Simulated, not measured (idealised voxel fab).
You're looking at the process module voxel transistor to metal.
Displayed cross-section: cut, width of 285 nm, square cells sized 5 nm.
Think of the cross-section as a grid of square cells. We describe it in bands, top to bottom, and each band covers one or more rows of those cells.
Read a band's entry like this: the first values are the height of its top and the height of its bottom in nm, and what follows is the sequence of materials from left to right, each with its width in nm. Note that "empty" is empty space, and that a single material marked "all across" reaches across the band from edge to edge.
We count height from 0. Below that, the starting wafer is all one material. The lowest band never ends at the bottom but goes on down; see "0 -> down" for how that is written.
The width entry "30..40" should be interpreted row by row: the top row of cells in the band takes the first number, the bottom row takes the second number, and the change between adjacent rows is uniform throughout.
Key: "remained unchanged" - step with no changed cell in the cross-section.
In "Enclosed cavity list" the enclosed voids are listed, meaning empty spaces of 8 cells or larger without any opening to the top. The form is width x height at distance, distance from the left edge, units nm.
If you see something after the settings on a step's line, that's the simulator's own remark about that step.
overlay nm: how far to the right of its planned place the mask lay on this masked step (negative: to the left).

## Set out below are the planned steps of the process
| 1 | RECEIVE (material Si) |
| 2 | OXIDIZE (depth nm 5) |
| 3 | CONFORMAL_DEP (material SiN; thk nm 15) |
| 4 | MASKED_ETCH (tone cover; mask id ACTIVE; width nm 115; pitch nm 140; etch materials SiN; depth nm 15; overlay nm 0) |
| 5 | MASKED_ETCH (tone cover; mask id ACTIVE; width nm 115; pitch nm 140; etch materials SiO2; depth nm 5; overlay nm 0) |
| 6 | MASKED_ETCH (tone cover; mask id ACTIVE; width nm 115; pitch nm 140; etch materials Si; depth nm 30; overlay nm 0) |
| 7 | OXIDIZE (depth nm 5) |
| 8 | FILL_DEP (material SiO2; thk nm 5) |
| 9 | CMP (height nm 15) |
| 10 | SELECTIVE_ETCH (etch materials SiO2; depth nm 5) |
| 11 | STRIP (etch materials SiN) |
| 12 | SELECTIVE_ETCH (etch materials SiO2; depth nm 5) |
| 13 | OXIDIZE (depth nm 5) |
| 14 | DIRECTIONAL_DEP (material polySi; thk nm 20) |
| 15 | DIRECTIONAL_DEP (material SiCN; thk nm 10) |
| 16 | DIRECTIONAL_DEP (material aC; thk nm 15) |
| 17 | PATTERN (tone cover; mask id GATE; material resist; width nm 25; pitch nm 140; thk nm 30; overlay nm 0) |
| 18 | DIRECTIONAL_ETCH (etch materials aC; depth nm 15) |
| 19 | STRIP (etch materials resist) |
| 20 | DIRECTIONAL_ETCH (etch materials SiCN; depth nm 20) |
| 21 | DIRECTIONAL_ETCH (etch materials polySi; depth nm 30) |
| 22 | STRIP (etch materials aC) |
| 23 | CONFORMAL_DEP (material SiN; thk nm 10) |
| 24 | DIRECTIONAL_ETCH (etch materials SiN; depth nm 10) |
| 25 | DIRECTIONAL_ETCH (etch materials SiO2; depth nm 5) |
| 26 | DIRECTIONAL_ETCH (etch materials Si; depth nm 15) |
| 27 | EPI (material SiGe; thk nm 15) |
| 28 | FILL_DEP (material SiO2; thk nm 5) |
| 29 | CMP (height nm 15) |
| 30 | STRIP (etch materials polySi) |
| 31 | SELECTIVE_ETCH (etch materials SiO2; depth nm 5) |
| 32 | CONFORMAL_DEP (material HfO2; thk nm 5) |
| 33 | CONFORMAL_DEP (material TiN; thk nm 5) |
| 34 | FILL_DEP (material W; thk nm 5) |
| 35 | CMP (height nm 10) |
| 36 | DIRECTIONAL_DEP (material SiO2; thk nm 15) |
| 37 | MASKED_ETCH (tone open; mask id CONTACT; width nm 20; etch materials SiO2; depth nm 35; overlay nm 0) |
| 38 | CONFORMAL_DEP (material TiN; thk nm 5) |
| 39 | FILL_DEP (material Ru; thk nm 5) |
| 40 | CMP (height nm 25) |
| 41 | CONFORMAL_DEP (material SiCN; thk nm 5) |
| 42 | DIRECTIONAL_DEP (material SiO2; thk nm 25) |
| 43 | DIRECTIONAL_DEP (material aC; thk nm 10) |
| 44 | PATTERN (tone open; mask id METAL_1; material resist; width nm 20; thk nm 30; overlay nm 0) |
| 45 | DIRECTIONAL_ETCH (etch materials aC; depth nm 10) |
| 46 | STRIP (etch materials resist) |
| 47 | DIRECTIONAL_ETCH (etch materials SiO2; depth nm 25) |
| 48 | DIRECTIONAL_ETCH (etch materials SiCN; depth nm 5) |
| 49 | STRIP (etch materials aC) |
| 50 | CONFORMAL_DEP (material TiN; thk nm 5) |
| 51 | FILL_DEP (material W; thk nm 5) |
| 52 | CMP (height nm 55) |
| 53 | CONFORMAL_DEP (material SiCN; thk nm 5) |
| 54 | DIRECTIONAL_DEP (material SiO2; thk nm 25) |
| 55 | MASKED_ETCH (tone open; mask id METAL_2_HOLES; width nm 15; pitch nm 140; etch materials SiO2; depth nm 25; overlay nm 0) |
| 56 | DIRECTIONAL_DEP (material aC; thk nm 10) |
| 57 | PATTERN (tone open; mask id METAL_2; material resist; width nm 20; pitch nm 140; thk nm 25; overlay nm 0) |
| 58 | DIRECTIONAL_ETCH (etch materials aC; depth nm 10) |
| 59 | STRIP (etch materials resist) |
| 60 | DIRECTIONAL_ETCH (etch materials SiO2; depth nm 15) |
| 61 | DIRECTIONAL_ETCH (etch materials SiCN; depth nm 5) |
| 62 | STRIP (etch materials aC) |
| 63 | CONFORMAL_DEP (material TiN; thk nm 5) |
| 64 | FILL_DEP (material Cu; thk nm 5) |
| 65 | CMP (height nm 85) |
| 66 | CONFORMAL_DEP (material SiCN; thk nm 5) |

## Shown in cross-section is the wafer as received, that is, as it stands after step 1
- 0 -> down = Si all across
- Enclosed cavity list: none

## First of two wafers, end-of-module section, run followed plan
- 90 -> 85 = SiCN all across
- 85 -> 75 = SiO2=20, then TiN=5, then Cu=10, then TiN=5, then SiO2=120, then TiN=5, then Cu=10, then TiN=5, then SiO2=105
- 75 -> 70 = SiO2=20, then TiN=5, then Cu=5, then TiN=10, then SiO2=120, then TiN=5, then Cu=5, then TiN=10, then SiO2=105
- 70 -> 60 = SiO2=20, then TiN=5, then Cu=5, then TiN=5, then SiO2=125, then TiN=5, then Cu=5, then TiN=5, then SiO2=110
- 60 -> 55 = SiCN=20, then TiN=15, then SiCN=125, then TiN=15, then SiCN=110
- 55 -> 30 = SiO2=20, then TiN=5, then W=10, then TiN=5, then SiO2=65, then TiN=5, then W=10, then TiN=5, then SiO2=35, then TiN=5, then W=10, then TiN=5, then SiO2=65, then TiN=5, then W=10, then TiN=5, then SiO2=20
- 30 -> 25 = SiCN=20, then TiN=20, then SiCN=65, then TiN=20, then SiCN=35, then TiN=20, then SiCN=65, then TiN=20, then SiCN=20
- 25 -> 10 = SiO2=20, then TiN=5, then Ru=10, then TiN=5, then SiO2=65, then TiN=5, then Ru=10, then TiN=5, then SiO2=35, then TiN=5, then Ru=10, then TiN=5, then SiO2=65, then TiN=5, then Ru=10, then TiN=5, then SiO2=20
- 10 -> 5 = SiO2=20, then TiN=5, then Ru=5, then TiN=10, then SiO2=10, then SiN=10, then HfO2=5, then TiN=5, then W=5, then TiN=5, then HfO2=5, then SiN=10, then SiO2=10, then TiN=10, then Ru=5, then TiN=5, then SiO2=35, then TiN=5, then Ru=5, then TiN=10, then SiO2=10, then SiN=10, then HfO2=5, then TiN=5, then W=5, then TiN=5, then HfO2=5, then SiN=10, then SiO2=10, then TiN=10, then Ru=5, then TiN=5, then SiO2=20
- 5 -> 0 = SiO2=10, then SiN=10, then TiN=5, then Ru=5, then TiN=5, then SiGe=15, then SiN=10, then HfO2=5, then TiN=5, then W=5, then TiN=5, then HfO2=5, then SiN=10, then SiGe=15, then TiN=5, then Ru=5, then TiN=5, then SiN=10, then SiO2=15, then SiN=10, then TiN=5, then Ru=5, then TiN=5, then SiGe=15, then SiN=10, then HfO2=5, then TiN=5, then W=5, then TiN=5, then HfO2=5, then SiN=10, then SiGe=15, then TiN=5, then Ru=5, then TiN=5, then SiN=10, then SiO2=10
- 0 -> -5 = SiO2=10, then SiN=10, then TiN=5, then Ru=5, then TiN=5, then SiGe=15, then SiN=10, then HfO2=5, then TiN=15, then HfO2=5, then SiN=10, then SiGe=15, then TiN=5, then Ru=5, then TiN=5, then SiN=10, then SiO2=15, then SiN=10, then TiN=5, then Ru=5, then TiN=5, then SiGe=15, then SiN=10, then HfO2=5, then TiN=15, then HfO2=5, then SiN=10, then SiGe=15, then TiN=5, then Ru=5, then TiN=5, then SiN=10, then SiO2=10
- -5 -> -10 = SiO2=20, then TiN=15, then SiGe=15, then SiO2=5, then HfO2=35, then SiO2=5, then SiGe=15, then TiN=15, then SiO2=35, then TiN=15, then SiGe=15, then SiO2=5, then HfO2=35, then SiO2=5, then SiGe=15, then TiN=15, then SiO2=20
- -10 -> -25 = SiO2=20, then SiGe=30, then Si=45, then SiGe=30, then SiO2=35, then SiGe=30, then Si=45, then SiGe=30, then SiO2=20
- -25 -> -40 = SiO2=20, then Si=105, then SiO2=35, then Si=105, then SiO2=20
- -40 -> down = Si all across
- Enclosed cavity list: none

## Cross-section at end of module for the second wafer of two, which matched the first in starting point and plan and differed by one mistake in its processing
- 90 -> 85 = SiCN all across
- 85 -> 75 = SiO2=20, then TiN=5, then Cu=10, then TiN=5, then SiO2=120, then TiN=5, then Cu=10, then TiN=5, then SiO2=105
- 75 -> 70 = SiO2=20, then TiN=5, then Cu=5, then TiN=10, then SiO2=120, then TiN=5, then Cu=5, then TiN=10, then SiO2=105
- 70 -> 60 = SiO2=20, then TiN=5, then Cu=5, then TiN=5, then SiO2=125, then TiN=5, then Cu=5, then TiN=5, then SiO2=110
- 60 -> 55 = SiCN=20, then TiN=15, then SiCN=125, then TiN=15, then SiCN=110
- 55 -> 30 = SiO2=20, then TiN=5, then W=10, then TiN=5, then SiO2=65, then TiN=5, then W=10, then TiN=5, then SiO2=35, then TiN=5, then W=10, then TiN=5, then SiO2=65, then TiN=5, then W=10, then TiN=5, then SiO2=20
- 30 -> 25 = SiCN=20, then TiN=20, then SiCN=65, then TiN=20, then SiCN=35, then TiN=20, then SiCN=65, then TiN=20, then SiCN=20
- 25 -> 20 = Ru all across
- 20 -> 15 = TiN=25, then Ru=10, then TiN=75, then Ru=10, then TiN=45, then Ru=10, then TiN=75, then Ru=10, then TiN=25
- 15 -> 10 = SiO2=20, then TiN=5, then Ru=10, then TiN=5, then SiO2=65, then TiN=5, then Ru=10, then TiN=5, then SiO2=35, then TiN=5, then Ru=10, then TiN=5, then SiO2=65, then TiN=5, then Ru=10, then TiN=5, then SiO2=20
- 10 -> 5 = SiO2=20, then TiN=5, then Ru=5, then TiN=10, then SiO2=10, then SiN=10, then HfO2=5, then TiN=5, then W=5, then TiN=5, then HfO2=5, then SiN=10, then SiO2=10, then TiN=10, then Ru=5, then TiN=5, then SiO2=35, then TiN=5, then Ru=5, then TiN=10, then SiO2=10, then SiN=10, then HfO2=5, then TiN=5, then W=5, then TiN=5, then HfO2=5, then SiN=10, then SiO2=10, then TiN=10, then Ru=5, then TiN=5, then SiO2=20
- 5 -> 0 = SiO2=10, then SiN=10, then TiN=5, then Ru=5, then TiN=5, then SiGe=15, then SiN=10, then HfO2=5, then TiN=5, then W=5, then TiN=5, then HfO2=5, then SiN=10, then SiGe=15, then TiN=5, then Ru=5, then TiN=5, then SiN=10, then SiO2=15, then SiN=10, then TiN=5, then Ru=5, then TiN=5, then SiGe=15, then SiN=10, then HfO2=5, then TiN=5, then W=5, then TiN=5, then HfO2=5, then SiN=10, then SiGe=15, then TiN=5, then Ru=5, then TiN=5, then SiN=10, then SiO2=10
- 0 -> -5 = SiO2=10, then SiN=10, then TiN=5, then Ru=5, then TiN=5, then SiGe=15, then SiN=10, then HfO2=5, then TiN=15, then HfO2=5, then SiN=10, then SiGe=15, then TiN=5, then Ru=5, then TiN=5, then SiN=10, then SiO2=15, then SiN=10, then TiN=5, then Ru=5, then TiN=5, then SiGe=15, then SiN=10, then HfO2=5, then TiN=15, then HfO2=5, then SiN=10, then SiGe=15, then TiN=5, then Ru=5, then TiN=5, then SiN=10, then SiO2=10
- -5 -> -10 = SiO2=20, then TiN=15, then SiGe=15, then SiO2=5, then HfO2=35, then SiO2=5, then SiGe=15, then TiN=15, then SiO2=35, then TiN=15, then SiGe=15, then SiO2=5, then HfO2=35, then SiO2=5, then SiGe=15, then TiN=15, then SiO2=20
- -10 -> -25 = SiO2=20, then SiGe=30, then Si=45, then SiGe=30, then SiO2=35, then SiGe=30, then Si=45, then SiGe=30, then SiO2=20
- -25 -> -40 = SiO2=20, then Si=105, then SiO2=35, then Si=105, then SiO2=20
- -40 -> down = Si all across
- Enclosed cavity list: none
In executing the process, a mistake was made relative to the plan: step 36 was processed under conditions differing from the plan, specifically as DIRECTIONAL_DEP (material SiO2; thk nm 5)
In the final state, the cell counts of the second wafer exceed or fall short of those of the first for the following materials: Ru: 49 more, SiO2: 82 fewer, TiN: 33 more
